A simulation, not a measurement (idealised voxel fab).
Process module, titled voxel wiring stack
Section cut is 250 nm wide and gridded with 5 nm square cells.
How to read a cross-section here: the picture is a grid of square cells, written as bands going from the top down, and any band can span one or more rows of cells. Band entry format. Leading values: height of top, height of bottom, nm. Remainder: materials in left-to-right order, each with its width in nm. Special words: "everywhere" on a single material, which then fills the band edge to edge; "empty", empty space. Heights are expressed relative to 0, this being the level below which the as-received wafer comprises one material exclusively. The lowest band is unbounded in the downward direction and is denoted as in "0 and below". The notation "30..40" denotes a width that varies across the rows of cells in the band, beginning at the first number in the top row, finishing at the second number in the bottom row, and changing by an identical amount from each row to the next. "nothing changed", as given for a step, is the statement that not any cell of the cross-section underwent a change during that step. So "Enclosed void catalog" is basically the list of trapped voids: any empty space of 8 cells or more that can't reach the top through an opening. They're written width x height at distance, the distance being from the left edge, and it's all nm. Step line, after settings: the simulator's comment on this step. A step's line can hold "overlay nm"; with a mask on that step, the setting says how far right of the planned place the mask lay, while a negative setting says it lay to the left. Reading guide: pairs of cross-sections, before and after one process step; after view cut off at lowest changed band; step and settings listed under each pair. Pairs may stem from different runs of this module on the same starting wafer; continuity with the pair above only where the "Preceding state" entry states it.

# Preceding state
> 90 down to 70  resist=95 | empty=15 | resist=25 | empty=15 | resist=100
> 70 down to 60  lowk=95 | empty=15 | resist=5 | lowk=20 | empty=15 | resist=5 | lowk=95
> 60 down to 50  lowk=100 | empty=10 | resist=5 | lowk=25 | empty=10 | resist=5 | lowk=95
> 50 down to 40  lowk=100 | empty=10 | lowk=30 | empty=10 | lowk=100
> 40 down to 35  SiCN everywhere
> 35 down to 15  SiO2=95 | TiN=5 | Cu=10 | TiN=5 | SiO2=20 | TiN=5 | Cu=10 | TiN=5 | SiO2=95
> 15 down to 10  SiN=95 | TiN=20 | SiN=20 | TiN=20 | SiN=95
> 10 down to 0  SiO2 everywhere
> 0 and below  Si everywhere
> Enclosed void catalog: none

# Sectional Result
> 90 down to 70  resist=95 | empty=15 | resist=25 | empty=15 | resist=100
> 70 down to 60  lowk=95 | empty=15 | resist=5 | lowk=20 | empty=15 | resist=5 | lowk=95
> 60 down to 50  lowk=100 | empty=10 | resist=5 | lowk=25 | empty=10 | resist=5 | lowk=95
> 50 down to 40  lowk=100 | empty=10 | lowk=30 | empty=10 | lowk=100
> 40 down to 35  SiCN=100 | empty=10 | SiCN=30 | empty=10 | SiCN=100
> Under 35: no change, same as before.
> Enclosed void catalog: none
Between before and after as drawn above: DIRECTIONAL_ETCH: etch materials SiCN, depth nm 5

Preceding state: The pre-step condition corresponds to the post-step cross-section depicted in the pair directly above.

# Sectional Result
> 70 down to 60  lowk=95 | empty=20 | lowk=20 | empty=20 | lowk=95
> 60 down to 50  lowk=100 | empty=15 | lowk=25 | empty=15 | lowk=95
> Under 50: no change, same as before.
> Enclosed void catalog: none
Between before and after as drawn above: STRIP: etch materials resist

Preceding state: The pre-step condition corresponds to the post-step cross-section depicted in the pair directly above.

# Sectional Result
> 75 down to 70  TiN=100 | empty=10 | TiN=30 | empty=10 | TiN=100
> 70 down to 60  lowk=95 | TiN=5..10 | empty=10..5 | TiN=5 | lowk=20 | TiN=5..10 | empty=10..5 | TiN=5 | lowk=95
> 60 down to 55  lowk=100 | TiN=5 | empty=5 | TiN=5 | lowk=25 | TiN=5 | empty=5 | TiN=5 | lowk=95
> 55 down to 50  lowk=100 | TiN=15 | lowk=25 | TiN=15 | lowk=95
> 50 down to 40  lowk=100 | TiN=10 | lowk=30 | TiN=10 | lowk=100
> 40 down to 35  SiCN=100 | TiN=10 | SiCN=30 | TiN=10 | SiCN=100
> Under 35: no change, same as before.
> Enclosed void catalog: none
Between before and after as drawn above: CONFORMAL_DEP: material TiN, thk nm 5

Preceding state: The pre-step condition corresponds to the post-step cross-section depicted in the pair directly above.

# Sectional Result
> 85 down to 75  Cu everywhere
> 75 down to 70  TiN=100 | Cu=10 | TiN=30 | Cu=10 | TiN=100
> 70 down to 60  lowk=95 | TiN=5..10 | Cu=10..5 | TiN=5 | lowk=20 | TiN=5..10 | Cu=10..5 | TiN=5 | lowk=95
> 60 down to 55  lowk=100 | TiN=5 | Cu=5 | TiN=5 | lowk=25 | TiN=5 | Cu=5 | TiN=5 | lowk=95
> Under 55: no change, same as before.
> Enclosed void catalog: none
Between before and after as drawn above: FILL_DEP: material Cu, thk nm 10

Preceding state: The pre-step condition corresponds to the post-step cross-section depicted in the pair directly above.

# Sectional Result
> 70 down to 60  lowk=95 | TiN=5..10 | Cu=10..5 | TiN=5 | lowk=20 | TiN=5..10 | Cu=10..5 | TiN=5 | lowk=95
> Under 60: no change, same as before.
> Enclosed void catalog: none
Between before and after as drawn above: CMP: height nm 70

Preceding state: The pre-step condition corresponds to the post-step cross-section depicted in the pair directly above.

# Sectional Result
> 75 down to 70  SiCN everywhere
> Under 70: no change, same as before.
> Enclosed void catalog: none
Between before and after as drawn above: CONFORMAL_DEP: material SiCN, thk nm 5

Preceding state: The pre-step condition corresponds to the post-step cross-section depicted in the pair directly above.

# Sectional Result
> 85 down to 75  lowk everywhere
> Under 75: no change, same as before.
> Enclosed void catalog: none
Between before and after as drawn above: DIRECTIONAL_DEP: material lowk, thk nm 10

Preceding state: The pre-step condition corresponds to the post-step cross-section depicted in the pair directly above.

# Sectional Result
> 100 down to 85  aC everywhere
> Under 85: no change, same as before.
> Enclosed void catalog: none
Between before and after as drawn above: DIRECTIONAL_DEP: material aC, thk nm 15

Preceding state: The pre-step condition corresponds to the post-step cross-section depicted in the pair directly above.

# Sectional Result
> 135 down to 100  resist=95 | empty=15 | resist=140
> Under 100: no change, same as before.
> Enclosed void catalog: none
Between before and after as drawn above: PATTERN: tone open, mask id PLUG_2, material resist, width nm 15, thk nm 35, overlay nm 0

Preceding state: The pre-step condition corresponds to the post-step cross-section depicted in the pair directly above.

# Sectional Result
> 120 down to 100  resist=95 | empty=15 | resist=140
> 100 down to 85  aC=95 | empty=15 | aC=140
> Under 85: no change, same as before.
> Enclosed void catalog: none
Between before and after as drawn above: DIRECTIONAL_ETCH: etch materials aC, depth nm 15

Preceding state: The pre-step condition corresponds to the post-step cross-section depicted in the pair directly above.

# Sectional Result
> 100 down to 85  aC=95 | empty=15 | aC=140
> Under 85: no change, same as before.
> Enclosed void catalog: none
Between before and after as drawn above: STRIP: etch materials resist

Preceding state: The pre-step condition corresponds to the post-step cross-section depicted in the pair directly above.

# Sectional Result
> 100 down to 85  aC=95 | empty=15 | aC=140
> 85 down to 75  lowk=95 | empty=15 | lowk=140
> Under 75: no change, same as before.
> Enclosed void catalog: none
Between before and after as drawn above: DIRECTIONAL_ETCH: etch materials lowk, depth nm 10

Preceding state: The pre-step condition corresponds to the post-step cross-section depicted in the pair directly above.

# Sectional Result
> 100 down to 85  aC=95 | empty=15 | aC=140
> 85 down to 75  lowk=95 | empty=15 | lowk=140
> 75 down to 70  SiCN=95 | empty=15 | SiCN=140
> Under 70: no change, same as before.
> Enclosed void catalog: none
Between before and after as drawn above: DIRECTIONAL_ETCH: etch materials SiCN, depth nm 5

Preceding state: The pre-step condition corresponds to the post-step cross-section depicted in the pair directly above.

# Sectional Result
> 85 down to 75  lowk=95 | empty=15 | lowk=140
> Under 75: no change, same as before.
> Enclosed void catalog: none
Between before and after as drawn above: STRIP: etch materials aC

Preceding state: The pre-step condition corresponds to the post-step cross-section depicted in the pair directly above.

# Sectional Result
> 85 down to 80  lowk=95 | empty=15 | lowk=140
> 80 down to 75  lowk=95 | Ru=15 | lowk=140
> 75 down to 70  SiCN=95 | Ru=15 | SiCN=140
> Under 70: no change, same as before.
> Enclosed void catalog: none
Between before and after as drawn above: EPI: material Ru, thk nm 10

Preceding state: The pre-step condition corresponds to the post-step cross-section depicted in the pair directly above.

# Sectional Result
> 85 down to 75  lowk=95 | Ru=15 | lowk=140
> Under 75: no change, same as before.
> Enclosed void catalog: none
Between before and after as drawn above: EPI: material Ru, thk nm 5

Preceding state: The pre-step condition corresponds to the post-step cross-section depicted in the pair directly above.

# Sectional Result
> 90 down to 85  SiCN everywhere
> Under 85: no change, same as before.
> Enclosed void catalog: none
Between before and after as drawn above: CONFORMAL_DEP: material SiCN, thk nm 5

Preceding state: The pre-step condition corresponds to the post-step cross-section depicted in the pair directly above.

# Sectional Result
> 110 down to 90  lowk everywhere
> Under 90: no change, same as before.
> Enclosed void catalog: none
Between before and after as drawn above: DIRECTIONAL_DEP: material lowk, thk nm 20

Preceding state: The pre-step condition corresponds to the post-step cross-section depicted in the pair directly above.

# Sectional Result
> 125 down to 110  resist=95 | empty=20 | resist=20 | empty=20 | resist=95
> Under 110: no change, same as before.
> Enclosed void catalog: none
Between before and after as drawn above: PATTERN: tone open, mask id METAL_3, material resist, width nm 20, pitch nm 40, thk nm 15, overlay nm 0

Preceding state: The pre-step condition corresponds to the post-step cross-section depicted in the pair directly above.

# Sectional Result
> 125 down to 110  resist=95 | empty=20 | resist=20 | empty=20 | resist=95
> 110 down to 90  lowk=95 | empty=20 | lowk=20 | empty=20 | lowk=95
> Under 90: no change, same as before.
> Enclosed void catalog: none
Between before and after as drawn above: DIRECTIONAL_ETCH: etch materials lowk, depth nm 20

Preceding state: The pre-step condition corresponds to the post-step cross-section depicted in the pair directly above.

# Sectional Result
> 125 down to 110  resist=95 | empty=20 | resist=20 | empty=20 | resist=95
> 110 down to 90  lowk=95 | empty=20 | lowk=20 | empty=20 | lowk=95
> 90 down to 85  SiCN=95 | empty=20 | SiCN=20 | empty=20 | SiCN=95
> Under 85: no change, same as before.
> Enclosed void catalog: none
Between before and after as drawn above: DIRECTIONAL_ETCH: etch materials SiCN, depth nm 5

Preceding state: The pre-step condition corresponds to the post-step cross-section depicted in the pair directly above.

# Sectional Result
> 110 down to 90  lowk=95 | empty=20 | lowk=20 | empty=20 | lowk=95
> Under 90: no change, same as before.
> Enclosed void catalog: none
Between before and after as drawn above: STRIP: etch materials resist

Preceding state: The pre-step condition corresponds to the post-step cross-section depicted in the pair directly above.

# Sectional Result
> 115 down to 110  TiN=100 | empty=10 | TiN=30 | empty=10 | TiN=100
> 110 down to 90  lowk=95 | TiN=5 | empty=10 | TiN=5 | lowk=20 | TiN=5 | empty=10 | TiN=5 | lowk=95
> 90 down to 85  SiCN=95 | TiN=20 | SiCN=20 | TiN=20 | SiCN=95
> Under 85: no change, same as before.
> Enclosed void catalog: none
Between before and after as drawn above: CONFORMAL_DEP: material TiN, thk nm 5

Preceding state: The pre-step condition corresponds to the post-step cross-section depicted in the pair directly above.

# Sectional Result
> 120 down to 115  Cu everywhere
> 115 down to 110  TiN=100 | Cu=10 | TiN=30 | Cu=10 | TiN=100
> 110 down to 90  lowk=95 | TiN=5 | Cu=10 | TiN=5 | lowk=20 | TiN=5 | Cu=10 | TiN=5 | lowk=95
> Under 90: no change, same as before.
> Enclosed void catalog: none
Between before and after as drawn above: FILL_DEP: material Cu, thk nm 5

Preceding state: The pre-step condition corresponds to the post-step cross-section depicted in the pair directly above.

# Sectional Result
> 110 down to 90  lowk=95 | TiN=5 | Cu=10 | TiN=5 | lowk=20 | TiN=5 | Cu=10 | TiN=5 | lowk=95
> Under 90: no change, same as before.
> Enclosed void catalog: none
Between before and after as drawn above: CMP: height nm 110

Preceding state: The pre-step condition corresponds to the post-step cross-section depicted in the pair directly above.

# Sectional Result
> 115 down to 110  empty=90 | Ru=30 | empty=10 | Ru=30 | empty=90
> Under 110: no change, same as before.
> Enclosed void catalog: none
Between before and after as drawn above: EPI: material Ru, thk nm 5

Preceding state: The pre-step condition corresponds to the post-step cross-section depicted in the pair directly above.

# Sectional Result
> 120 down to 115  SiCN everywhere
> 115 down to 110  SiCN=90 | Ru=30 | SiCN=10 | Ru=30 | SiCN=90
> Under 110: no change, same as before.
> Enclosed void catalog: none
Between before and after as drawn above: FILL_DEP: material SiCN, thk nm 5

Preceding state: The pre-step condition corresponds to the post-step cross-section depicted in the pair directly above.

# Sectional Result
> 130 down to 120  SiO2 everywhere
> Under 120: no change, same as before.
> Enclosed void catalog: none
Between before and after as drawn above: DIRECTIONAL_DEP: material SiO2, thk nm 10

Preceding state: The pre-step condition corresponds to the post-step cross-section depicted in the pair directly above.

# Sectional Result
> 140 down to 130  aC everywhere
> Under 130: no change, same as before.
> Enclosed void catalog: none
Between before and after as drawn above: DIRECTIONAL_DEP: material aC, thk nm 10

Preceding state: The pre-step condition corresponds to the post-step cross-section depicted in the pair directly above.

# Sectional Result
> 170 down to 140  resist=95 | empty=15 | resist=25 | empty=15 | resist=100
> Under 140: no change, same as before.
> Enclosed void catalog: none
Between before and after as drawn above: PATTERN: tone open, mask id PLUG_3, material resist, width nm 15, pitch nm 40, thk nm 30, overlay nm 0

Preceding state: The pre-step condition corresponds to the post-step cross-section depicted in the pair directly above.

# Sectional Result
> 160 down to 140  resist=95 | empty=15 | resist=25 | empty=15 | resist=100
> 140 down to 130  aC=95 | empty=15 | aC=25 | empty=15 | aC=100
> Under 130: no change, same as before.
> Enclosed void catalog: none
Between before and after as drawn above: DIRECTIONAL_ETCH: etch materials aC, depth nm 10

Preceding state: The pre-step condition corresponds to the post-step cross-section depicted in the pair directly above.

# Sectional Result
> 140 down to 130  aC=95 | empty=15 | aC=25 | empty=15 | aC=100
> Under 130: no change, same as before.
> Enclosed void catalog: none
Between before and after as drawn above: STRIP: etch materials resist

Preceding state: The pre-step condition corresponds to the post-step cross-section depicted in the pair directly above.

# Sectional Result
> 140 down to 130  aC=95 | empty=15 | aC=25 | empty=15 | aC=100
> 130 down to 120  SiO2=95 | empty=15 | SiO2=25 | empty=15 | SiO2=100
> Under 120: no change, same as before.
> Enclosed void catalog: none
Between before and after as drawn above: DIRECTIONAL_ETCH: etch materials SiO2, depth nm 10

Preceding state: The pre-step condition corresponds to the post-step cross-section depicted in the pair directly above.

# Sectional Result
> 140 down to 130  aC=95 | empty=15 | aC=25 | empty=15 | aC=100
> 130 down to 120  SiO2=95 | empty=15 | SiO2=25 | empty=15 | SiO2=100
> 120 down to 115  SiCN=95 | empty=15 | SiCN=25 | empty=15 | SiCN=100
> Under 115: no change, same as before.
> Enclosed void catalog: none
Between before and after as drawn above: DIRECTIONAL_ETCH: etch materials SiCN, depth nm 5

Preceding state: The pre-step condition corresponds to the post-step cross-section depicted in the pair directly above.

# Sectional Result
> 130 down to 120  SiO2=95 | empty=15 | SiO2=25 | empty=15 | SiO2=100
> Under 120: no change, same as before.
> Enclosed void catalog: none
Between before and after as drawn above: STRIP: etch materials aC

Preceding state: The pre-step condition corresponds to the post-step cross-section depicted in the pair directly above.

# Sectional Result
> 130 down to 125  SiO2=95 | empty=15 | SiO2=25 | empty=15 | SiO2=100
> 125 down to 120  SiO2=95 | Ru=15 | SiO2=25 | Ru=15 | SiO2=100
> 120 down to 110  SiCN=95..90 | Ru=15..30 | SiCN=25..10 | Ru=15..30 | SiCN=100..90
> Under 110: no change, same as before.
> Enclosed void catalog: none
Between before and after as drawn above: EPI: material Ru, thk nm 10

Preceding state: The pre-step condition corresponds to the post-step cross-section depicted in the pair directly above.

# Sectional Result
> 130 down to 120  SiO2=95 | Ru=15 | SiO2=25 | Ru=15 | SiO2=100
> Under 120: no change, same as before.
> Enclosed void catalog: none
Between before and after as drawn above: EPI: material Ru, thk nm 5

Preceding state: The pre-step condition corresponds to the post-step cross-section depicted in the pair directly above.

# Sectional Result
> 135 down to 130  SiN everywhere
> Under 130: no change, same as before.
> Enclosed void catalog: none
Between before and after as drawn above: CONFORMAL_DEP: material SiN, thk nm 5

Preceding state: The pre-step condition corresponds to the post-step cross-section depicted in the pair directly above.

# Sectional Result
> 150 down to 135  SiO2 everywhere
> Under 135: no change, same as before.
> Enclosed void catalog: none
Between before and after as drawn above: DIRECTIONAL_DEP: material SiO2, thk nm 15

Preceding state: The pre-step condition corresponds to the post-step cross-section depicted in the pair directly above.

# Sectional Result
> 150 down to 135  SiO2=95 | empty=20 | SiO2=20 | empty=20 | SiO2=95
> Under 135: no change, same as before.
> Enclosed void catalog: none
Between before and after as drawn above: MASKED_ETCH: tone open, mask id METAL_4, width nm 20, pitch nm 40, etch materials SiO2, depth nm 15, overlay nm 0

Preceding state: The pre-step condition corresponds to the post-step cross-section depicted in the pair directly above.

# Sectional Result
> 150 down to 135  SiO2=95 | empty=20 | SiO2=20 | empty=20 | SiO2=95
> 135 down to 130  SiN=95 | empty=20 | SiN=20 | empty=20 | SiN=95
> Under 130: no change, same as before.
> Enclosed void catalog: none
Between before and after as drawn above: MASKED_ETCH: tone open, mask id METAL_4, width nm 20, pitch nm 40, etch materials SiN, depth nm 5, overlay nm 0

Preceding state: The pre-step condition corresponds to the post-step cross-section depicted in the pair directly above.

# Sectional Result
> 155 down to 150  TiN=100 | empty=10 | TiN=30 | empty=10 | TiN=100
> 150 down to 135  SiO2=95 | TiN=5 | empty=10 | TiN=5 | SiO2=20 | TiN=5 | empty=10 | TiN=5 | SiO2=95
> 135 down to 130  SiN=95 | TiN=20 | SiN=20 | TiN=20 | SiN=95
> Under 130: no change, same as before.
> Enclosed void catalog: none
Between before and after as drawn above: CONFORMAL_DEP: material TiN, thk nm 5

Preceding state: The pre-step condition corresponds to the post-step cross-section depicted in the pair directly above.

# Sectional Result
> 165 down to 155  W everywhere
> 155 down to 150  TiN=100 | W=10 | TiN=30 | W=10 | TiN=100
> 150 down to 135  SiO2=95 | TiN=5 | W=10 | TiN=5 | SiO2=20 | TiN=5 | W=10 | TiN=5 | SiO2=95
> Under 135: no change, same as before.
> Enclosed void catalog: none
Between before and after as drawn above: FILL_DEP: material W, thk nm 10

Preceding state: The pre-step condition corresponds to the post-step cross-section depicted in the pair directly above.

# Sectional Result
> 150 down to 135  SiO2=95 | TiN=5 | W=10 | TiN=5 | SiO2=20 | TiN=5 | W=10 | TiN=5 | SiO2=95
> Under 135: no change, same as before.
> Enclosed void catalog: none
Between before and after as drawn above: CMP: height nm 150

Preceding state: The pre-step condition corresponds to the post-step cross-section depicted in the pair directly above.

# Sectional Result
> 155 down to 150  empty=90 | Ru=30 | empty=10 | Ru=30 | empty=90
> Under 150: no change, same as before.
> Enclosed void catalog: none
Between before and after as drawn above: EPI: material Ru, thk nm 5

Preceding state: The pre-step condition corresponds to the post-step cross-section depicted in the pair directly above.

# Sectional Result
> 160 down to 155  SiCN everywhere
> 155 down to 150  SiCN=90 | Ru=30 | SiCN=10 | Ru=30 | SiCN=90
> Under 150: no change, same as before.
> Enclosed void catalog: none
Between before and after as drawn above: FILL_DEP: material SiCN, thk nm 5

# Preceding state
> 70 down to 50  lowk=95 | empty=20 | lowk=20 | empty=20 | lowk=95
> 50 down to 40  lowk everywhere
> 40 down to 35  SiCN everywhere
> 35 down to 15  SiO2=95 | TiN=5 | Cu=10 | TiN=5 | SiO2=20 | TiN=5 | Cu=10 | TiN=5 | SiO2=95
> 15 down to 10  SiN=95 | TiN=20 | SiN=20 | TiN=20 | SiN=95
> 10 down to 0  SiO2 everywhere
> 0 and below  Si everywhere
> Enclosed void catalog: none

# Sectional Result
> 90 down to 70  resist=105 | empty=15 | resist=25 | empty=15 | resist=90
> 70 down to 50  lowk=95 | resist=10 | empty=10 | lowk=20 | resist=10 | empty=10 | lowk=95
> Under 50: no change, same as before.
> Enclosed void catalog: none
Between before and after as drawn above: PATTERN: tone open, mask id METAL_2_HOLES, material resist, width nm 15, pitch nm 40, thk nm 20, overlay nm 10

Preceding state: The pre-step condition corresponds to the post-step cross-section depicted in the pair directly above.

# Sectional Result
> 90 down to 70  resist=105 | empty=15 | resist=25 | empty=15 | resist=90
> 70 down to 60  lowk=95 | resist=10 | empty=15 | lowk=15 | resist=10 | empty=15 | lowk=90
> 60 down to 50  lowk=95 | resist=10 | empty=10 | lowk=20 | resist=10 | empty=10 | lowk=95
> 50 down to 40  lowk=105 | empty=10 | lowk=30 | empty=10 | lowk=95
> Under 40: no change, same as before.
> Enclosed void catalog: none
Between before and after as drawn above: DIRECTIONAL_ETCH: etch materials lowk, depth nm 10

Preceding state: The pre-step condition corresponds to the post-step cross-section depicted in the pair directly above.

# Sectional Result
> 90 down to 70  resist=105 | empty=15 | resist=25 | empty=15 | resist=90
> 70 down to 60  lowk=95 | resist=10 | empty=15 | lowk=15 | resist=10 | empty=15 | lowk=90
> 60 down to 50  lowk=95 | resist=10 | empty=10 | lowk=20 | resist=10 | empty=10 | lowk=95
> 50 down to 40  lowk=105 | empty=10 | lowk=30 | empty=10 | lowk=95
> 40 down to 35  SiCN=105 | empty=10 | SiCN=30 | empty=10 | SiCN=95
> Under 35: no change, same as before.
> Enclosed void catalog: none
Between before and after as drawn above: DIRECTIONAL_ETCH: etch materials SiCN, depth nm 5

Preceding state: The pre-step condition corresponds to the post-step cross-section depicted in the pair directly above.

# Sectional Result
> 70 down to 60  lowk=95 | empty=25 | lowk=15 | empty=25 | lowk=90
> 60 down to 50  lowk=95 | empty=20 | lowk=20 | empty=20 | lowk=95
> Under 50: no change, same as before.
> Enclosed void catalog: none
Between before and after as drawn above: STRIP: etch materials resist

Preceding state: The pre-step condition corresponds to the post-step cross-section depicted in the pair directly above.

# Sectional Result
> 75 down to 70  TiN=100 | empty=15 | TiN=25 | empty=15 | TiN=95
> 70 down to 60  lowk=95 | TiN=5 | empty=15..10 | TiN=5..10 | lowk=15 | TiN=5 | empty=15..10 | TiN=5..10 | lowk=90
> 60 down to 55  lowk=95 | TiN=5 | empty=10 | TiN=5 | lowk=20 | TiN=5 | empty=10 | TiN=5 | lowk=95
> 55 down to 50  lowk=95 | TiN=20 | lowk=20 | TiN=20 | lowk=95
> 50 down to 40  lowk=105 | TiN=10 | lowk=30 | TiN=10 | lowk=95
> 40 down to 35  SiCN=105 | TiN=10 | SiCN=30 | TiN=10 | SiCN=95
> Under 35: no change, same as before.
> Enclosed void catalog: none
Between before and after as drawn above: CONFORMAL_DEP: material TiN, thk nm 5

Preceding state: The pre-step condition corresponds to the post-step cross-section depicted in the pair directly above.

# Sectional Result
> 85 down to 75  Cu everywhere
> 75 down to 70  TiN=100 | Cu=15 | TiN=25 | Cu=15 | TiN=95
> 70 down to 60  lowk=95 | TiN=5 | Cu=15..10 | TiN=5..10 | lowk=15 | TiN=5 | Cu=15..10 | TiN=5..10 | lowk=90
> 60 down to 55  lowk=95 | TiN=5 | Cu=10 | TiN=5 | lowk=20 | TiN=5 | Cu=10 | TiN=5 | lowk=95
> Under 55: no change, same as before.
> Enclosed void catalog: none
Between before and after as drawn above: FILL_DEP: material Cu, thk nm 10

Preceding state: The pre-step condition corresponds to the post-step cross-section depicted in the pair directly above.

# Sectional Result
> 70 down to 60  lowk=95 | TiN=5 | Cu=15..10 | TiN=5..10 | lowk=15 | TiN=5 | Cu=15..10 | TiN=5..10 | lowk=90
> Under 60: no change, same as before.
> Enclosed void catalog: none
Between before and after as drawn above: CMP: height nm 70

Preceding state: The pre-step condition corresponds to the post-step cross-section depicted in the pair directly above.

# Sectional Result
> 75 down to 70  SiCN everywhere
> Under 70: no change, same as before.
> Enclosed void catalog: none
Between before and after as drawn above: CONFORMAL_DEP: material SiCN, thk nm 5

Preceding state: The pre-step condition corresponds to the post-step cross-section depicted in the pair directly above.

# Sectional Result
> 85 down to 75  lowk everywhere
> Under 75: no change, same as before.
> Enclosed void catalog: none
Between before and after as drawn above: DIRECTIONAL_DEP: material lowk, thk nm 10

Preceding state: The pre-step condition corresponds to the post-step cross-section depicted in the pair directly above.

# Sectional Result
> 100 down to 85  aC everywhere
> Under 85: no change, same as before.
> Enclosed void catalog: none
Between before and after as drawn above: DIRECTIONAL_DEP: material aC, thk nm 15

Preceding state: The pre-step condition corresponds to the post-step cross-section depicted in the pair directly above.

# Sectional Result
> 135 down to 100  resist=95 | empty=15 | resist=140
> Under 100: no change, same as before.
> Enclosed void catalog: none
Between before and after as drawn above: PATTERN: tone open, mask id PLUG_2, material resist, width nm 15, thk nm 35, overlay nm 0

Preceding state: The pre-step condition corresponds to the post-step cross-section depicted in the pair directly above.

# Sectional Result
> 120 down to 100  resist=95 | empty=15 | resist=140
> 100 down to 85  aC=95 | empty=15 | aC=140
> Under 85: no change, same as before.
> Enclosed void catalog: none
Between before and after as drawn above: DIRECTIONAL_ETCH: etch materials aC, depth nm 15

Preceding state: The pre-step condition corresponds to the post-step cross-section depicted in the pair directly above.

# Sectional Result
> 100 down to 85  aC=95 | empty=15 | aC=140
> Under 85: no change, same as before.
> Enclosed void catalog: none
Between before and after as drawn above: STRIP: etch materials resist

Preceding state: The pre-step condition corresponds to the post-step cross-section depicted in the pair directly above.

# Sectional Result
> 100 down to 85  aC=95 | empty=15 | aC=140
> 85 down to 75  lowk=95 | empty=15 | lowk=140
> Under 75: no change, same as before.
> Enclosed void catalog: none
Between before and after as drawn above: DIRECTIONAL_ETCH: etch materials lowk, depth nm 10

Preceding state: The pre-step condition corresponds to the post-step cross-section depicted in the pair directly above.

# Sectional Result
> 100 down to 85  aC=95 | empty=15 | aC=140
> 85 down to 75  lowk=95 | empty=15 | lowk=140
> 75 down to 70  SiCN=95 | empty=15 | SiCN=140
> Under 70: no change, same as before.
> Enclosed void catalog: none
Between before and after as drawn above: DIRECTIONAL_ETCH: etch materials SiCN, depth nm 5

Preceding state: The pre-step condition corresponds to the post-step cross-section depicted in the pair directly above.

# Sectional Result
> 85 down to 75  lowk=95 | empty=15 | lowk=140
> Under 75: no change, same as before.
> Enclosed void catalog: none
Between before and after as drawn above: STRIP: etch materials aC

Preceding state: The pre-step condition corresponds to the post-step cross-section depicted in the pair directly above.

# Sectional Result
> 85 down to 80  lowk=95 | empty=15 | lowk=140
> 80 down to 75  lowk=95 | Ru=15 | lowk=140
> 75 down to 70  SiCN=95 | Ru=15 | SiCN=140
> Under 70: no change, same as before.
> Enclosed void catalog: none
Between before and after as drawn above: EPI: material Ru, thk nm 10

Preceding state: The pre-step condition corresponds to the post-step cross-section depicted in the pair directly above.

# Sectional Result
> 85 down to 75  lowk=95 | Ru=15 | lowk=140
> Under 75: no change, same as before.
> Enclosed void catalog: none
Between before and after as drawn above: EPI: material Ru, thk nm 5

Preceding state: The pre-step condition corresponds to the post-step cross-section depicted in the pair directly above.

# Sectional Result
> 90 down to 85  SiCN everywhere
> Under 85: no change, same as before.
> Enclosed void catalog: none
Between before and after as drawn above: CONFORMAL_DEP: material SiCN, thk nm 5

Preceding state: The pre-step condition corresponds to the post-step cross-section depicted in the pair directly above.

# Sectional Result
> 110 down to 90  lowk everywhere
> Under 90: no change, same as before.
> Enclosed void catalog: none
Between before and after as drawn above: DIRECTIONAL_DEP: material lowk, thk nm 20

Preceding state: The pre-step condition corresponds to the post-step cross-section depicted in the pair directly above.

# Sectional Result
> 125 down to 110  resist=95 | empty=20 | resist=20 | empty=20 | resist=95
> Under 110: no change, same as before.
> Enclosed void catalog: none
Between before and after as drawn above: PATTERN: tone open, mask id METAL_3, material resist, width nm 20, pitch nm 40, thk nm 15, overlay nm 0

Preceding state: The pre-step condition corresponds to the post-step cross-section depicted in the pair directly above.

# Sectional Result
> 125 down to 110  resist=95 | empty=20 | resist=20 | empty=20 | resist=95
> 110 down to 90  lowk=95 | empty=20 | lowk=20 | empty=20 | lowk=95
> Under 90: no change, same as before.
> Enclosed void catalog: none
Between before and after as drawn above: DIRECTIONAL_ETCH: etch materials lowk, depth nm 20

Preceding state: The pre-step condition corresponds to the post-step cross-section depicted in the pair directly above.

# Sectional Result
> 125 down to 110  resist=95 | empty=20 | resist=20 | empty=20 | resist=95
> 110 down to 90  lowk=95 | empty=20 | lowk=20 | empty=20 | lowk=95
> 90 down to 85  SiCN=95 | empty=20 | SiCN=20 | empty=20 | SiCN=95
> Under 85: no change, same as before.
> Enclosed void catalog: none
Between before and after as drawn above: DIRECTIONAL_ETCH: etch materials SiCN, depth nm 5

Preceding state: The pre-step condition corresponds to the post-step cross-section depicted in the pair directly above.

# Sectional Result
> 110 down to 90  lowk=95 | empty=20 | lowk=20 | empty=20 | lowk=95
> Under 90: no change, same as before.
> Enclosed void catalog: none
Between before and after as drawn above: STRIP: etch materials resist

Preceding state: The pre-step condition corresponds to the post-step cross-section depicted in the pair directly above.

# Sectional Result
> 115 down to 110  TiN=100 | empty=10 | TiN=30 | empty=10 | TiN=100
> 110 down to 90  lowk=95 | TiN=5 | empty=10 | TiN=5 | lowk=20 | TiN=5 | empty=10 | TiN=5 | lowk=95
> 90 down to 85  SiCN=95 | TiN=20 | SiCN=20 | TiN=20 | SiCN=95
> Under 85: no change, same as before.
> Enclosed void catalog: none
Between before and after as drawn above: CONFORMAL_DEP: material TiN, thk nm 5

Preceding state: The pre-step condition corresponds to the post-step cross-section depicted in the pair directly above.

# Sectional Result
> 120 down to 115  Cu everywhere
> 115 down to 110  TiN=100 | Cu=10 | TiN=30 | Cu=10 | TiN=100
> 110 down to 90  lowk=95 | TiN=5 | Cu=10 | TiN=5 | lowk=20 | TiN=5 | Cu=10 | TiN=5 | lowk=95
> Under 90: no change, same as before.
> Enclosed void catalog: none
Between before and after as drawn above: FILL_DEP: material Cu, thk nm 5

Preceding state: The pre-step condition corresponds to the post-step cross-section depicted in the pair directly above.

# Sectional Result
> 110 down to 90  lowk=95 | TiN=5 | Cu=10 | TiN=5 | lowk=20 | TiN=5 | Cu=10 | TiN=5 | lowk=95
> Under 90: no change, same as before.
> Enclosed void catalog: none
Between before and after as drawn above: CMP: height nm 110

Preceding state: The pre-step condition corresponds to the post-step cross-section depicted in the pair directly above.

# Sectional Result
> 115 down to 110  empty=90 | Ru=30 | empty=10 | Ru=30 | empty=90
> Under 110: no change, same as before.
> Enclosed void catalog: none
Between before and after as drawn above: EPI: material Ru, thk nm 5

Preceding state: The pre-step condition corresponds to the post-step cross-section depicted in the pair directly above.

# Sectional Result
> 120 down to 115  SiCN everywhere
> 115 down to 110  SiCN=90 | Ru=30 | SiCN=10 | Ru=30 | SiCN=90
> Under 110: no change, same as before.
> Enclosed void catalog: none
Between before and after as drawn above: FILL_DEP: material SiCN, thk nm 5

Preceding state: The pre-step condition corresponds to the post-step cross-section depicted in the pair directly above.

# Sectional Result
> 130 down to 120  SiO2 everywhere
> Under 120: no change, same as before.
> Enclosed void catalog: none
Between before and after as drawn above: DIRECTIONAL_DEP: material SiO2, thk nm 10
